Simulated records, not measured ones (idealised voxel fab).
This is a process module. Its name is voxel lift off.
Section shown: cut. Width: 155 nm. Cell size: 5 nm, square.
Each cross-section below is a grid of square cells, stated as bands in top-down order, with one or more rows of cells making up each band.
For a band, the entry starts with two heights in nm, that of the top and then that of the bottom, and carries on with the band's materials in order from left to right, each alongside its width in nm; the word "full width" beside a single material means it fills the band edge to edge, and "blank" means empty space.
A quick word on heights: they are counted from 0, and under that level the wafer as it came to us is one material throughout. The lowest band is different from the rest in having no bottom; it simply continues downward, written as in "0 and below".
The expression "30 to 40" gives the width at the extremes of the band, the first number at its top row of cells and the second at its bottom row, with the width changing by equal amounts from each row to the next in between.
What does "everything unchanged" mean for a step? It means no cell of the cross-section changed in that step.
"Enclosed internal voids" contains a list of empty spaces, each no smaller than 8 cells and without an open way to the top, written in the form width x height at distance with the distance from the left edge and all three in nm.
Past the settings on a step's line: simulator remark, on that step.
overlay nm: for a step with a mask, the amount by which the mask lay right of where it was planned; a negative amount means left of it.
### Steps planned for the process
1: RECEIVE (material Si)
2: CONFORMAL_DEP (material SiN; thk nm 10)
3: PATTERN (tone open; mask id LINES; material resist; width nm 15; pitch nm 40; thk nm 30; overlay nm 0)
4: DIRECTIONAL_DEP (material Ru; thk nm 15)
5: STRIP (etch materials resist)
6: CONFORMAL_DEP (material SiCN; thk nm 5)
The wafers in this document start out alike and differ in the width nm applied at step 3; the plan shows the value used for the first wafer.
### The first of several wafers as received, shown in cross-section; this is its state after step 1
  0 and below  Si full width
  Enclosed internal voids: none
### First wafer of several, cross-section, module end, after step 6 (last)
  30 down to 25  25 of blank, then 25 of SiCN, then 15 of blank, then 25 of SiCN, then 15 of blank, then 25 of SiCN, then 25 of blank
  25 down to 15  25 of blank, then 5 of SiCN, then 15 of Ru, then 5 of SiCN, then 15 of blank, then 5 of SiCN, then 15 of Ru, then 5 of SiCN, then 15 of blank, then 5 of SiCN, then 15 of Ru, then 5 of SiCN, then 25 of blank
  15 down to 10  30 of SiCN, then 15 of Ru, then 25 of SiCN, then 15 of Ru, then 25 of SiCN, then 15 of Ru, then 30 of SiCN
  10 down to 0  SiN full width
  0 and below  Si full width
  Enclosed internal voids: none
### The module's end: a cross-section of the last wafer
  30 down to 25  20 of blank, then 35 of SiCN, then 5 of blank, then 35 of SiCN, then 5 of blank, then 35 of SiCN, then 20 of blank
  25 down to 15  20 of blank, then 5 of SiCN, then 25 of Ru, then 5 of SiCN, then 5 of blank, then 5 of SiCN, then 25 of Ru, then 5 of SiCN, then 5 of blank, then 5 of SiCN, then 25 of Ru, then 5 of SiCN, then 20 of blank
  15 down to 10  25 of SiCN, then 25 of Ru, then 15 of SiCN, then 25 of Ru, then 15 of SiCN, then 25 of Ru, then 25 of SiCN
  10 down to 0  SiN full width
  0 and below  Si full width
  Enclosed internal voids: none
### wafer rows; end of module; cells per material since receipt: (+) gained, (-) lost; then closed voids
width nm 15; +27 Ru; +49 SiCN; +62 SiN; Enclosed internal voids: none
width nm 20; +36 Ru; +49 SiCN; +62 SiN; Enclosed internal voids: none
width nm 25; +45 Ru; +49 SiCN; +62 SiN; Enclosed internal voids: none
